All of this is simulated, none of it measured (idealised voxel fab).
The following is a process module called voxel capacitor over wiring.
The cross-section shown here is cut; it is 155 nm wide and divided into square cells measuring 5 nm on a side.
Cross-sections here: square-cell grids, written as top-down lists of bands, a band being one or more rows of cells.
Heads up on the band format: heights come first, top then bottom, in nm. After that it's the materials left to right, each with its width in nm. A single material flagged "full width" fills the whole band edge to edge, and "blank" means there's empty space there.
Ref level 0: as-received wafer is one material below here. Bottom band extends down with no lower bound ("z 0 and below").
A width such as "30 to 40" changes by the same amount from each row of cells to the next, from the band's top row to its bottom row.
The designation "no alterations made", where it is given for a processing step, indicates that no cell of the cross-section was altered in the course of that step.
Reported under the label "Enclosed void list" are the empty spaces having no open way to the top and comprising 8 cells or more; the notation for each is width x height at distance, in which the distance is measured from the left edge and all three values are in nm.
Where a step's line continues beyond its settings, the continuation is a remark by the simulator itself on that step.
On any step carrying a mask, the "overlay nm" setting, if present on the step's line, tells how far right of its planned place the mask lay; negative values point to the left.
Reading guide: pairs of cross-sections, before and after one process step; after view cut off at lowest changed band; step and settings listed under each pair. Pairs may stem from different runs of this module on the same starting wafer; continuity with the pair above only where the "Status before step" entry states it.

# Status before step
* z 135 to 115 | blank: 20, resist: 85, blank: 50
* z 115 to 105 | blank: 20, resist: 20, aC: 60, resist: 5, blank: 50
* z 105 to 100 | blank: 20, resist: 20, TiN: 60, resist: 5, blank: 50
* z 100 to 95 | blank: 20, aC: 5, resist: 15, TiN: 60, aC: 5, blank: 50
* z 95 to 90 | blank: 20, aC: 20, Al2O3: 60, aC: 5, blank: 50
* z 90 to 85 | TiN: 25, aC: 15, TiN: 115
* z 85 to 80 | TiN full width
* z 80 to 75 | SiO2: 25, TiN: 15, SiO2: 115
* z 75 to 70 | SiO2: 25, Al2O3: 15, SiO2: 115
* z 70 to 60 | SiO2: 25, TiN: 15, SiO2: 115
* z 60 to 40 | SiO2 full width
* z 40 to 35 | SiCN full width
* z 35 to 20 | lowk: 10, SiCN: 5, Ru: 25, SiCN: 5, lowk: 60, SiCN: 5, Ru: 25, SiCN: 5, lowk: 15
* z 20 to 15 | SiCN: 15, TiN: 25, SiCN: 70, TiN: 25, SiCN: 20
* z 15 to 0 | SiO2 full width
* z 0 and below | Si full width
* Enclosed void list: none

# After the Step
* z 115 to 105 | blank: 40, aC: 60, blank: 55
* z 105 to 100 | blank: 40, TiN: 60, blank: 55
* z 100 to 95 | blank: 20, aC: 5, blank: 15, TiN: 60, aC: 5, blank: 50
* Under the height 95 nothing was changed.
* Enclosed void list: none
Transition step, before and after shown above: STRIP | etch materials resist

Status before step: check the pair just above; its after cross-section is our before state.

# After the Step
* z 115 to 105 | blank: 40, aC: 60, blank: 55
* z 105 to 100 | blank: 40, TiN: 60, blank: 55
* z 100 to 95 | blank: 20, aC: 5, blank: 15, TiN: 60, aC: 5, blank: 50
* z 95 to 90 | blank: 20, aC: 20, Al2O3: 60, aC: 5, blank: 50
* z 90 to 85 | blank: 20, TiN: 5, aC: 15, TiN: 65, blank: 50
* z 85 to 80 | blank: 20, TiN: 85, blank: 50
* Under the height 80 nothing was changed.
* Enclosed void list: none
Transition step, before and after shown above: DIRECTIONAL_ETCH | etch materials TiN | depth nm 10

Status before step: check the pair just above; its after cross-section is our before state.

# After the Step
* z 105 to 95 | blank: 40, TiN: 60, blank: 55
* z 95 to 90 | blank: 40, Al2O3: 60, blank: 55
* z 90 to 85 | blank: 20, TiN: 5, blank: 15, TiN: 65, blank: 50
* Under the height 85 nothing was changed.
* Enclosed void list: none
Transition step, before and after shown above: STRIP | etch materials aC

Status before step: check the pair just above; its after cross-section is our before state.

# After the Step
* z 120 to 105 | SiO2 full width
* z 105 to 95 | SiO2: 40, TiN: 60, SiO2: 55
* z 95 to 90 | SiO2: 40, Al2O3: 60, SiO2: 55
* z 90 to 85 | SiO2: 20, TiN: 5, SiO2: 15, TiN: 65, SiO2: 50
* z 85 to 75 | SiO2: 20 to 25, TiN: 85 to 15, SiO2: 50 to 115
* Under the height 75 nothing was changed.
* Enclosed void list: none
Transition step, before and after shown above: FILL_DEP | material SiO2 | thk nm 15

Status before step: check the pair just above; its after cross-section is our before state.

# After the Step
* z 95 to 90 | SiO2: 40, Al2O3: 60, SiO2: 55
* Under the height 90 nothing was changed.
* Enclosed void list: none
Transition step, before and after shown above: CMP | height nm 95

Status before step: check the pair just above; its after cross-section is our before state.

# After the Step
* z 95 to 90 | SiO2: 35, blank: 5, Al2O3: 60, SiO2: 55
* z 90 to 85 | SiO2: 20, TiN: 5, SiO2: 10, blank: 5, TiN: 65, SiO2: 50
* Under the height 85 nothing was changed.
* Enclosed void list: none
Transition step, before and after shown above: MASKED_ETCH | tone open | mask id PLUG_2 | width nm 15 | etch materials SiO2 | depth nm 10 | overlay nm 0

Status before step: check the pair just above; its after cross-section is our before state.

# After the Step
* z 100 to 95 | TiN full width
* z 95 to 90 | SiO2: 35, TiN: 5, Al2O3: 60, SiO2: 55
* z 90 to 85 | SiO2: 20, TiN: 5, SiO2: 10, TiN: 70, SiO2: 50
* Under the height 85 nothing was changed.
* Enclosed void list: none
Transition step, before and after shown above: CONFORMAL_DEP | material TiN | thk nm 5

Status before step: check the pair just above; its after cross-section is our before state.

# After the Step
* z 105 to 100 | W full width
* Under the height 100 nothing was changed.
* Enclosed void list: none
Transition step, before and after shown above: FILL_DEP | material W | thk nm 5

Status before step: check the pair just above; its after cross-section is our before state.

# After the Step
* z 95 to 90 | SiO2: 35, TiN: 5, Al2O3: 60, SiO2: 55
* Under the height 90 nothing was changed.
* Enclosed void list: none
Transition step, before and after shown above: CMP | height nm 95

Status before step: check the pair just above; its after cross-section is our before state.

# After the Step
* z 100 to 95 | SiCN full width
* Under the height 95 nothing was changed.
* Enclosed void list: none
Transition step, before and after shown above: CONFORMAL_DEP | material SiCN | thk nm 5

# Status before step
* z 60 to 40 | SiO2: 25, Ru: 15, SiO2: 115
* z 40 to 35 | SiCN: 25, Ru: 15, SiCN: 115
* z 35 to 20 | lowk: 10, SiCN: 5, Ru: 25, SiCN: 5, lowk: 60, SiCN: 5, Ru: 25, SiCN: 5, lowk: 15
* z 20 to 15 | SiCN: 15, TiN: 25, SiCN: 70, TiN: 25, SiCN: 20
* z 15 to 0 | SiO2 full width
* z 0 and below | Si full width
* Enclosed void list: none

# After the Step
* z 65 to 60 | Al2O3 full width
* Under the height 60 nothing was changed.
* Enclosed void list: none
Transition step, before and after shown above: DIRECTIONAL_DEP | material Al2O3 | thk nm 5

Status before step: check the pair just above; its after cross-section is our before state.

# After the Step
* z 75 to 65 | TiN full width
* Under the height 65 nothing was changed.
* Enclosed void list: none
Transition step, before and after shown above: DIRECTIONAL_DEP | material TiN | thk nm 10

Status before step: check the pair just above; its after cross-section is our before state.

# After the Step
* z 85 to 65 | TiN full width
* Under the height 65 nothing was changed.
* Enclosed void list: none
Transition step, before and after shown above: DIRECTIONAL_DEP | material TiN | thk nm 10

Status before step: check the pair just above; its after cross-section is our before state.

# After the Step
* z 100 to 85 | blank: 25, resist: 75, blank: 55
* Under the height 85 nothing was changed.
* Enclosed void list: none
Transition step, before and after shown above: PATTERN | tone cover | mask id UPPER_PLATE | material resist | width nm 75 | thk nm 15 | overlay nm 0

Status before step: check the pair just above; its after cross-section is our before state.

# After the Step
* z 100 to 85 | blank: 25, resist: 75, blank: 55
* z 85 to 75 | blank: 25, TiN: 75, blank: 55
* Under the height 75 nothing was changed.
* Enclosed void list: none
Transition step, before and after shown above: DIRECTIONAL_ETCH | etch materials TiN | depth nm 10

Status before step: check the pair just above; its after cross-section is our before state.

# After the Step
* z 85 to 75 | blank: 25, TiN: 75, blank: 55
* Under the height 75 nothing was changed.
* Enclosed void list: none
Transition step, before and after shown above: STRIP | etch materials resist

Status before step: check the pair just above; its after cross-section is our before state.

# After the Step
* z 95 to 85 | blank: 25, aC: 75, blank: 55
* z 85 to 75 | aC: 25, TiN: 75, aC: 55
* Under the height 75 nothing was changed.
* Enclosed void list: none
Transition step, before and after shown above: DIRECTIONAL_DEP | material aC | thk nm 10

Status before step: check the pair just above; its after cross-section is our before state.

# After the Step
* z 125 to 95 | blank: 20, resist: 85, blank: 50
* z 95 to 85 | blank: 20, resist: 5, aC: 75, resist: 5, blank: 50
* Under the height 85 nothing was changed.
* Enclosed void list: none
Transition step, before and after shown above: PATTERN | tone cover | mask id LOWER_PLATE | material resist | width nm 85 | thk nm 30 | overlay nm 0

Status before step: check the pair just above; its after cross-section is our before state.

# After the Step
* z 115 to 95 | blank: 20, resist: 85, blank: 50
* z 95 to 85 | blank: 20, resist: 5, aC: 75, resist: 5, blank: 50
* z 85 to 75 | blank: 20, aC: 5, TiN: 75, aC: 5, blank: 50
* Under the height 75 nothing was changed.
* Enclosed void list: none
Transition step, before and after shown above: DIRECTIONAL_ETCH | etch materials aC | depth nm 10

Status before step: check the pair just above; its after cross-section is our before state.

# After the Step
* z 95 to 85 | blank: 25, aC: 75, blank: 55
* Under the height 85 nothing was changed.
* Enclosed void list: none
Transition step, before and after shown above: STRIP | etch materials resist

Status before step: check the pair just above; its after cross-section is our before state.

# After the Step
* z 95 to 85 | blank: 25, aC: 75, blank: 55
* z 85 to 75 | blank: 20, aC: 5, TiN: 75, aC: 5, blank: 50
* z 75 to 65 | blank: 20, TiN: 85, blank: 50
* Under the height 65 nothing was changed.
* Enclosed void list: none
Transition step, before and after shown above: DIRECTIONAL_ETCH | etch materials TiN | depth nm 10

Status before step: check the pair just above; its after cross-section is our before state.

# After the Step
* z 85 to 75 | blank: 25, TiN: 75, blank: 55
* Under the height 75 nothing was changed.
* Enclosed void list: none
Transition step, before and after shown above: STRIP | etch materials aC

Status before step: check the pair just above; its after cross-section is our before state.

# After the Step
* z 100 to 85 | SiO2 full width
* z 85 to 75 | SiO2: 25, TiN: 75, SiO2: 55
* z 75 to 65 | SiO2: 20, TiN: 85, SiO2: 50
* Under the height 65 nothing was changed.
* Enclosed void list: none
Transition step, before and after shown above: FILL_DEP | material SiO2 | thk nm 15

Status before step: check the pair just above; its after cross-section is our before state.

# After the Step
* z 95 to 85 | SiO2 full width
* Under the height 85 nothing was changed.
* Enclosed void list: none
Transition step, before and after shown above: CMP | height nm 95

Status before step: check the pair just above; its after cross-section is our before state.

# After the Step
* z 95 to 85 | SiO2: 35, blank: 15, SiO2: 105
* Under the height 85 nothing was changed.
* Enclosed void list: none
Transition step, before and after shown above: MASKED_ETCH | tone open | mask id PLUG_2 | width nm 15 | etch materials SiO2 | depth nm 10 | overlay nm 0

Status before step: check the pair just above; its after cross-section is our before state.

# After the Step
* z 100 to 95 | TiN: 40, blank: 5, TiN: 110
* z 95 to 90 | SiO2: 35, TiN: 5, blank: 5, TiN: 5, SiO2: 105
* z 90 to 85 | SiO2: 35, TiN: 15, SiO2: 105
* Under the height 85 nothing was changed.
* Enclosed void list: none
Transition step, before and after shown above: CONFORMAL_DEP | material TiN | thk nm 5

Status before step: check the pair just above; its after cross-section is our before state.

# After the Step
* z 105 to 100 | W full width
* z 100 to 95 | TiN: 40, W: 5, TiN: 110
* z 95 to 90 | SiO2: 35, TiN: 5, W: 5, TiN: 5, SiO2: 105
* Under the height 90 nothing was changed.
* Enclosed void list: none
Transition step, before and after shown above: FILL_DEP | material W | thk nm 5

Status before step: check the pair just above; its after cross-section is our before state.

# After the Step
* z 95 to 90 | SiO2: 35, TiN: 5, W: 5, TiN: 5, SiO2: 105
* Under the height 90 nothing was changed.
* Enclosed void list: none
Transition step, before and after shown above: CMP | height nm 95

Status before step: check the pair just above; its after cross-section is our before state.

# After the Step
* z 100 to 95 | SiCN full width
* Under the height 95 nothing was changed.
* Enclosed void list: none
Transition step, before and after shown above: CONFORMAL_DEP | material SiCN | thk nm 5

# Status before step
* z 75 to 70 | Al2O3 full width
* z 70 to 60 | TiN full width
* z 60 to 40 | SiO2: 25, Ru: 15, SiO2: 115
* z 40 to 35 | SiCN: 25, Ru: 15, SiCN: 115
* z 35 to 20 | lowk: 10, SiCN: 5, Ru: 25, SiCN: 5, lowk: 60, SiCN: 5, Ru: 25, SiCN: 5, lowk: 15
* z 20 to 15 | SiCN: 15, TiN: 25, SiCN: 70, TiN: 25, SiCN: 20
* z 15 to 0 | SiO2 full width
* z 0 and below | Si full width
* Enclosed void list: none

# After the Step
* z 80 to 75 | TiN full width
* Under the height 75 nothing was changed.
* Enclosed void list: none
Transition step, before and after shown above: DIRECTIONAL_DEP | material TiN | thk nm 5

Status before step: check the pair just above; its after cross-section is our before state.

# After the Step
* z 95 to 80 | blank: 25, resist: 75, blank: 55
* Under the height 80 nothing was changed.
* Enclosed void list: none
Transition step, before and after shown above: PATTERN | tone cover | mask id UPPER_PLATE | material resist | width nm 75 | thk nm 15 | overlay nm 0

Status before step: check the pair just above; its after cross-section is our before state.

# After the Step
* z 95 to 80 | blank: 25, resist: 75, blank: 55
* z 80 to 75 | blank: 25, TiN: 75, blank: 55
* Under the height 75 nothing was changed.
* Enclosed void list: none
Transition step, before and after shown above: DIRECTIONAL_ETCH | etch materials TiN | depth nm 10

Status before step: check the pair just above; its after cross-section is our before state.

# After the Step
* z 95 to 80 | blank: 25, resist: 75, blank: 55
* z 80 to 75 | blank: 25, TiN: 75, blank: 55
* z 75 to 70 | blank: 25, Al2O3: 75, blank: 55
* Under the height 70 nothing was changed.
* Enclosed void list: none
Transition step, before and after shown above: DIRECTIONAL_ETCH | etch materials Al2O3 | depth nm 5

Status before step: check the pair just above; its after cross-section is our before state.

# After the Step
* z 80 to 75 | blank: 25, TiN: 75, blank: 55
* Under the height 75 nothing was changed.
* Enclosed void list: none
Transition step, before and after shown above: STRIP | etch materials resist

Status before step: check the pair just above; its after cross-section is our before state.

# After the Step
* z 90 to 80 | blank: 25, aC: 75, blank: 55
* z 80 to 75 | aC: 25, TiN: 75, aC: 55
* z 75 to 70 | aC: 25, Al2O3: 75, aC: 55
* Under the height 70 nothing was changed.
* Enclosed void list: none
Transition step, before and after shown above: DIRECTIONAL_DEP | material aC | thk nm 10

Status before step: check the pair just above; its after cross-section is our before state.

# After the Step
* z 120 to 90 | blank: 20, resist: 85, blank: 50
* z 90 to 80 | blank: 20, resist: 5, aC: 75, resist: 5, blank: 50
* Under the height 80 nothing was changed.
* Enclosed void list: none
Transition step, before and after shown above: PATTERN | tone cover | mask id LOWER_PLATE | material resist | width nm 85 | thk nm 30 | overlay nm 0

Status before step: check the pair just above; its after cross-section is our before state.

# After the Step
* z 110 to 90 | blank: 20, resist: 85, blank: 50
* z 90 to 80 | blank: 20, resist: 5, aC: 75, resist: 5, blank: 50
* z 80 to 75 | blank: 20, aC: 5, TiN: 75, aC: 5, blank: 50
* z 75 to 70 | blank: 20, aC: 5, Al2O3: 75, aC: 5, blank: 50
* Under the height 70 nothing was changed.
* Enclosed void list: none
Transition step, before and after shown above: DIRECTIONAL_ETCH | etch materials aC | depth nm 10

Status before step: check the pair just above; its after cross-section is our before state.

# After the Step
* z 90 to 80 | blank: 25, aC: 75, blank: 55
* Under the height 80 nothing was changed.
* Enclosed void list: none
Transition step, before and after shown above: STRIP | etch materials resist

Status before step: check the pair just above; its after cross-section is our before state.

# After the Step
* z 90 to 80 | blank: 25, aC: 75, blank: 55
* z 80 to 75 | blank: 20, aC: 5, TiN: 75, aC: 5, blank: 50
* z 75 to 70 | blank: 20, aC: 5, Al2O3: 75, aC: 5, blank: 50
* z 70 to 60 | blank: 20, TiN: 85, blank: 50
* Under the height 60 nothing was changed.
* Enclosed void list: none
Transition step, before and after shown above: DIRECTIONAL_ETCH | etch materials TiN | depth nm 10

Status before step: check the pair just above; its after cross-section is our before state.

# After the Step
* z 80 to 75 | blank: 25, TiN: 75, blank: 55
* z 75 to 70 | blank: 25, Al2O3: 75, blank: 55
* Under the height 70 nothing was changed.
* Enclosed void list: none
Transition step, before and after shown above: STRIP | etch materials aC

Status before step: check the pair just above; its after cross-section is our before state.

# After the Step
* z 95 to 80 | SiO2 full width
* z 80 to 75 | SiO2: 25, TiN: 75, SiO2: 55
* z 75 to 70 | SiO2: 25, Al2O3: 75, SiO2: 55
* z 70 to 60 | SiO2: 20, TiN: 85, SiO2: 50
* Under the height 60 nothing was changed.
* Enclosed void list: none
Transition step, before and after shown above: FILL_DEP | material SiO2 | thk nm 15

Status before step: check the pair just above; its after cross-section is our before state.

# After the Step
* z 95 to 85 | SiO2: 35, blank: 15, SiO2: 105
* Under the height 85 nothing was changed.
* Enclosed void list: none
Transition step, before and after shown above: MASKED_ETCH | tone open | mask id PLUG_2 | width nm 15 | etch materials SiO2 | depth nm 10 | overlay nm 0

Status before step: check the pair just above; its after cross-section is our before state.

# After the Step
* z 100 to 95 | TiN: 40, blank: 5, TiN: 110
* z 95 to 90 | SiO2: 35, TiN: 5, blank: 5, TiN: 5, SiO2: 105
* z 90 to 85 | SiO2: 35, TiN: 15, SiO2: 105
* Under the height 85 nothing was changed.
* Enclosed void list: none
Transition step, before and after shown above: CONFORMAL_DEP | material TiN | thk nm 5

Status before step: check the pair just above; its after cross-section is our before state.

# After the Step
* z 105 to 100 | W full width
* z 100 to 95 | TiN: 40, W: 5, TiN: 110
* z 95 to 90 | SiO2: 35, TiN: 5, W: 5, TiN: 5, SiO2: 105
* Under the height 90 nothing was changed.
* Enclosed void list: none
Transition step, before and after shown above: FILL_DEP | material W | thk nm 5

Status before step: check the pair just above; its after cross-section is our before state.

# After the Step
* z 95 to 90 | SiO2: 35, TiN: 5, W: 5, TiN: 5, SiO2: 105
* Under the height 90 nothing was changed.
* Enclosed void list: none
Transition step, before and after shown above: CMP | height nm 95

Status before step: check the pair just above; its after cross-section is our before state.

# After the Step
* z 100 to 95 | SiCN full width
* Under the height 95 nothing was changed.
* Enclosed void list: none
Transition step, before and after shown above: CONFORMAL_DEP | material SiCN | thk nm 5

# Status before step
* z 85 to 75 | TiN full width
* z 75 to 70 | Al2O3 full width
* z 70 to 60 | TiN full width
* z 60 to 40 | SiO2: 25, Ru: 15, SiO2: 115
* z 40 to 35 | SiCN: 25, Ru: 15, SiCN: 115
* z 35 to 20 | lowk: 10, SiCN: 5, Ru: 25, SiCN: 5, lowk: 60, SiCN: 5, Ru: 25, SiCN: 5, lowk: 15
* z 20 to 15 | SiCN: 15, TiN: 25, SiCN: 70, TiN: 25, SiCN: 20
* z 15 to 0 | SiO2 full width
* z 0 and below | Si full width
* Enclosed void list: none

# After the Step
* z 100 to 85 | blank: 30, resist: 70, blank: 55
* Under the height 85 nothing was changed.
* Enclosed void list: none
Transition step, before and after shown above: PATTERN | tone cover | mask id UPPER_PLATE | material resist | width nm 70 | thk nm 15 | overlay nm 0

Status before step: check the pair just above; its after cross-section is our before state.

# After the Step
* z 100 to 85 | blank: 30, resist: 70, blank: 55
* z 85 to 75 | blank: 30, TiN: 70, blank: 55
* Under the height 75 nothing was changed.
* Enclosed void list: none
Transition step, before and after shown above: DIRECTIONAL_ETCH | etch materials TiN | depth nm 10

Status before step: check the pair just above; its after cross-section is our before state.

# After the Step
* z 100 to 85 | blank: 30, resist: 70, blank: 55
* z 85 to 75 | blank: 30, TiN: 70, blank: 55
* z 75 to 70 | blank: 30, Al2O3: 70, blank: 55
* Under the height 70 nothing was changed.
* Enclosed void list: none
Transition step, before and after shown above: DIRECTIONAL_ETCH | etch materials Al2O3 | depth nm 5

Status before step: check the pair just above; its after cross-section is our before state.

# After the Step
* z 85 to 75 | blank: 30, TiN: 70, blank: 55
* Under the height 75 nothing was changed.
* Enclosed void list: none
Transition step, before and after shown above: STRIP | etch materials resist

Status before step: check the pair just above; its after cross-section is our before state.

# After the Step
* z 95 to 85 | blank: 30, aC: 70, blank: 55
* z 85 to 80 | blank: 30, TiN: 70, blank: 55
* z 80 to 75 | aC: 30, TiN: 70, aC: 55
* z 75 to 70 | aC: 30, Al2O3: 70, aC: 55
* Under the height 70 nothing was changed.
* Enclosed void list: none
Transition step, before and after shown above: DIRECTIONAL_DEP | material aC | thk nm 10

Status before step: check the pair just above; its after cross-section is our before state.

# After the Step
* z 125 to 95 | blank: 20, resist: 85, blank: 50
* z 95 to 85 | blank: 20, resist: 10, aC: 70, resist: 5, blank: 50
* z 85 to 80 | blank: 20, resist: 10, TiN: 70, resist: 5, blank: 50
* Under the height 80 nothing was changed.
* Enclosed void list: none
Transition step, before and after shown above: PATTERN | tone cover | mask id LOWER_PLATE | material resist | width nm 85 | thk nm 30 | overlay nm 0

Status before step: check the pair just above; its after cross-section is our before state.

# After the Step
* z 115 to 95 | blank: 20, resist: 85, blank: 50
* z 95 to 85 | blank: 20, resist: 10, aC: 70, resist: 5, blank: 50
* z 85 to 80 | blank: 20, resist: 10, TiN: 70, resist: 5, blank: 50
* z 80 to 75 | blank: 20, aC: 10, TiN: 70, aC: 5, blank: 50
* z 75 to 70 | blank: 20, aC: 10, Al2O3: 70, aC: 5, blank: 50
* Under the height 70 nothing was changed.
* Enclosed void list: none
Transition step, before and after shown above: DIRECTIONAL_ETCH | etch materials aC | depth nm 10

Status before step: check the pair just above; its after cross-section is our before state.

# After the Step
* z 95 to 85 | blank: 30, aC: 70, blank: 55
* z 85 to 80 | blank: 30, TiN: 70, blank: 55
* Under the height 80 nothing was changed.
* Enclosed void list: none
Transition step, before and after shown above: STRIP | etch materials resist

Status before step: check the pair just above; its after cross-section is our before state.

# After the Step
* z 95 to 85 | blank: 30, aC: 70, blank: 55
* z 85 to 80 | blank: 30, TiN: 70, blank: 55
* z 80 to 75 | blank: 20, aC: 10, TiN: 70, aC: 5, blank: 50
* z 75 to 70 | blank: 20, aC: 10, Al2O3: 70, aC: 5, blank: 50
* z 70 to 60 | blank: 20, TiN: 85, blank: 50
* Under the height 60 nothing was changed.
* Enclosed void list: none
Transition step, before and after shown above: DIRECTIONAL_ETCH | etch materials TiN | depth nm 10

Status before step: check the pair just above; its after cross-section is our before state.

# After the Step
* z 85 to 75 | blank: 30, TiN: 70, blank: 55
* z 75 to 70 | blank: 30, Al2O3: 70, blank: 55
* Under the height 70 nothing was changed.
* Enclosed void list: none
Transition step, before and after shown above: STRIP | etch materials aC

Status before step: check the pair just above; its after cross-section is our before state.

# After the Step
* z 100 to 85 | SiO2 full width
* z 85 to 75 | SiO2: 30, TiN: 70, SiO2: 55
* z 75 to 70 | SiO2: 30, Al2O3: 70, SiO2: 55
* z 70 to 60 | SiO2: 20, TiN: 85, SiO2: 50
* Under the height 60 nothing was changed.
* Enclosed void list: none
Transition step, before and after shown above: FILL_DEP | material SiO2 | thk nm 15

Status before step: check the pair just above; its after cross-section is our before state.

# After the Step
* z 95 to 85 | SiO2 full width
* Under the height 85 nothing was changed.
* Enclosed void list: none
Transition step, before and after shown above: CMP | height nm 95

Status before step: check the pair just above; its after cross-section is our before state.

# After the Step
* z 95 to 85 | SiO2: 35, blank: 15, SiO2: 105
* Under the height 85 nothing was changed.
* Enclosed void list: none
Transition step, before and after shown above: MASKED_ETCH | tone open | mask id PLUG_2 | width nm 15 | etch materials SiO2 | depth nm 10 | overlay nm 0

Status before step: check the pair just above; its after cross-section is our before state.

# After the Step
* z 100 to 95 | TiN: 40, blank: 5, TiN: 110
* z 95 to 90 | SiO2: 35, TiN: 5, blank: 5, TiN: 5, SiO2: 105
* z 90 to 85 | SiO2: 35, TiN: 15, SiO2: 105
* Under the height 85 nothing was changed.
* Enclosed void list: none
Transition step, before and after shown above: CONFORMAL_DEP | material TiN | thk nm 5

Status before step: check the pair just above; its after cross-section is our before state.

# After the Step
* z 105 to 100 | W full width
* z 100 to 95 | TiN: 40, W: 5, TiN: 110
* z 95 to 90 | SiO2: 35, TiN: 5, W: 5, TiN: 5, SiO2: 105
* Under the height 90 nothing was changed.
* Enclosed void list: none
Transition step, before and after shown above: FILL_DEP | material W | thk nm 5

Status before step: check the pair just above; its after cross-section is our before state.

# After the Step
* z 95 to 90 | SiO2: 35, TiN: 5, W: 5, TiN: 5, SiO2: 105
* Under the height 90 nothing was changed.
* Enclosed void list: none
Transition step, before and after shown above: CMP | height nm 95

Status before step: check the pair just above; its after cross-section is our before state.

# After the Step
* z 100 to 95 | SiCN full width
* Under the height 95 nothing was changed.
* Enclosed void list: none
Transition step, before and after shown above: CONFORMAL_DEP | material SiCN | thk nm 5

# Status before step
* z 85 to 75 | TiN full width
* z 75 to 70 | Al2O3 full width
* z 70 to 60 | TiN full width
* z 60 to 40 | SiO2: 25, Ru: 15, SiO2: 115
* z 40 to 35 | SiCN: 25, Ru: 15, SiCN: 115
* z 35 to 20 | lowk: 10, SiCN: 5, Ru: 25, SiCN: 5, lowk: 60, SiCN: 5, Ru: 25, SiCN: 5, lowk: 15
* z 20 to 15 | SiCN: 15, TiN: 25, SiCN: 70, TiN: 25, SiCN: 20
* z 15 to 0 | SiO2 full width
* z 0 and below | Si full width
* Enclosed void list: none

# After the Step
* z 100 to 85 | blank: 15, resist: 75, blank: 65
* Under the height 85 nothing was changed.
* Enclosed void list: none
Transition step, before and after shown above: PATTERN | tone cover | mask id UPPER_PLATE | material resist | width nm 75 | thk nm 15 | overlay nm -10

Status before step: check the pair just above; its after cross-section is our before state.

# After the Step
* z 100 to 85 | blank: 15, resist: 75, blank: 65
* z 85 to 75 | blank: 15, TiN: 75, blank: 65
* Under the height 75 nothing was changed.
* Enclosed void list: none
Transition step, before and after shown above: DIRECTIONAL_ETCH | etch materials TiN | depth nm 10

Status before step: check the pair just above; its after cross-section is our before state.

# After the Step
* z 100 to 85 | blank: 15, resist: 75, blank: 65
* z 85 to 75 | blank: 15, TiN: 75, blank: 65
* z 75 to 70 | blank: 15, Al2O3: 75, blank: 65
* Under the height 70 nothing was changed.
* Enclosed void list: none
Transition step, before and after shown above: DIRECTIONAL_ETCH | etch materials Al2O3 | depth nm 5

Status before step: check the pair just above; its after cross-section is our before state.

# After the Step
* z 85 to 75 | blank: 15, TiN: 75, blank: 65
* Under the height 75 nothing was changed.
* Enclosed void list: none
Transition step, before and after shown above: STRIP | etch materials resist

Status before step: check the pair just above; its after cross-section is our before state.

# After the Step
* z 95 to 85 | blank: 15, aC: 75, blank: 65
* z 85 to 80 | blank: 15, TiN: 75, blank: 65
* z 80 to 75 | aC: 15, TiN: 75, aC: 65
* z 75 to 70 | aC: 15, Al2O3: 75, aC: 65
* Under the height 70 nothing was changed.
* Enclosed void list: none
Transition step, before and after shown above: DIRECTIONAL_DEP | material aC | thk nm 10

Status before step: check the pair just above; its after cross-section is our before state.

# After the Step
* z 125 to 95 | blank: 20, resist: 85, blank: 50
* z 95 to 85 | blank: 15, aC: 75, resist: 15, blank: 50
* z 85 to 80 | blank: 15, TiN: 75, resist: 15, blank: 50
* Under the height 80 nothing was changed.
* Enclosed void list: none
Transition step, before and after shown above: PATTERN | tone cover | mask id LOWER_PLATE | material resist | width nm 85 | thk nm 30 | overlay nm 0

Status before step: check the pair just above; its after cross-section is our before state.

# After the Step
* z 115 to 95 | blank: 20, resist: 85, blank: 50
* z 95 to 85 | blank: 20, aC: 70, resist: 15, blank: 50
* z 85 to 80 | blank: 15, TiN: 75, resist: 15, blank: 50
* z 80 to 75 | blank: 15, TiN: 75, aC: 15, blank: 50
* z 75 to 70 | blank: 15, Al2O3: 75, aC: 15, blank: 50
* Under the height 70 nothing was changed.
* Enclosed void list: none
Transition step, before and after shown above: DIRECTIONAL_ETCH | etch materials aC | depth nm 10

Status before step: check the pair just above; its after cross-section is our before state.

# After the Step
* z 95 to 85 | blank: 20, aC: 70, blank: 65
* z 85 to 80 | blank: 15, TiN: 75, blank: 65
* Under the height 80 nothing was changed.
* Enclosed void list: none
Transition step, before and after shown above: STRIP | etch materials resist

Status before step: check the pair just above; its after cross-section is our before state.

# After the Step
* z 95 to 85 | blank: 20, aC: 70, blank: 65
* z 85 to 80 | blank: 20, TiN: 70, blank: 65
* z 80 to 75 | blank: 20, TiN: 70, aC: 15, blank: 50
* z 75 to 70 | blank: 15, Al2O3: 75, aC: 15, blank: 50
* z 70 to 60 | blank: 15, TiN: 90, blank: 50
* Under the height 60 nothing was changed.
* Enclosed void list: none
Transition step, before and after shown above: DIRECTIONAL_ETCH | etch materials TiN | depth nm 10

Status before step: check the pair just above; its after cross-section is our before state.

# After the Step
* z 85 to 75 | blank: 20, TiN: 70, blank: 65
* z 75 to 70 | blank: 15, Al2O3: 75, blank: 65
* Under the height 70 nothing was changed.
* Enclosed void list: none
Transition step, before and after shown above: STRIP | etch materials aC

Status before step: check the pair just above; its after cross-section is our before state.

# After the Step
* z 100 to 85 | SiO2 full width
* z 85 to 75 | SiO2: 20, TiN: 70, SiO2: 65
* z 75 to 70 | SiO2: 15, Al2O3: 75, SiO2: 65
* z 70 to 60 | SiO2: 15, TiN: 90, SiO2: 50
* Under the height 60 nothing was changed.
* Enclosed void list: none
Transition step, before and after shown above: FILL_DEP | material SiO2 | thk nm 15

Status before step: check the pair just above; its after cross-section is our before state.

# After the Step
* z 95 to 85 | SiO2 full width
* Under the height 85 nothing was changed.
* Enclosed void list: none
Transition step, before and after shown above: CMP | height nm 95

Status before step: check the pair just above; its after cross-section is our before state.

# After the Step
* z 95 to 85 | SiO2: 35, blank: 15, SiO2: 105
* Under the height 85 nothing was changed.
* Enclosed void list: none
Transition step, before and after shown above: MASKED_ETCH | tone open | mask id PLUG_2 | width nm 15 | etch materials SiO2 | depth nm 10 | overlay nm 0

Status before step: check the pair just above; its after cross-section is our before state.

# After the Step
* z 100 to 95 | TiN: 40, blank: 5, TiN: 110
* z 95 to 90 | SiO2: 35, TiN: 5, blank: 5, TiN: 5, SiO2: 105
* z 90 to 85 | SiO2: 35, TiN: 15, SiO2: 105
* Under the height 85 nothing was changed.
* Enclosed void list: none
Transition step, before and after shown above: CONFORMAL_DEP | material TiN | thk nm 5

Status before step: check the pair just above; its after cross-section is our before state.

# After the Step
* z 105 to 100 | W full width
* z 100 to 95 | TiN: 40, W: 5, TiN: 110
* z 95 to 90 | SiO2: 35, TiN: 5, W: 5, TiN: 5, SiO2: 105
* Under the height 90 nothing was changed.
* Enclosed void list: none
Transition step, before and after shown above: FILL_DEP | material W | thk nm 5
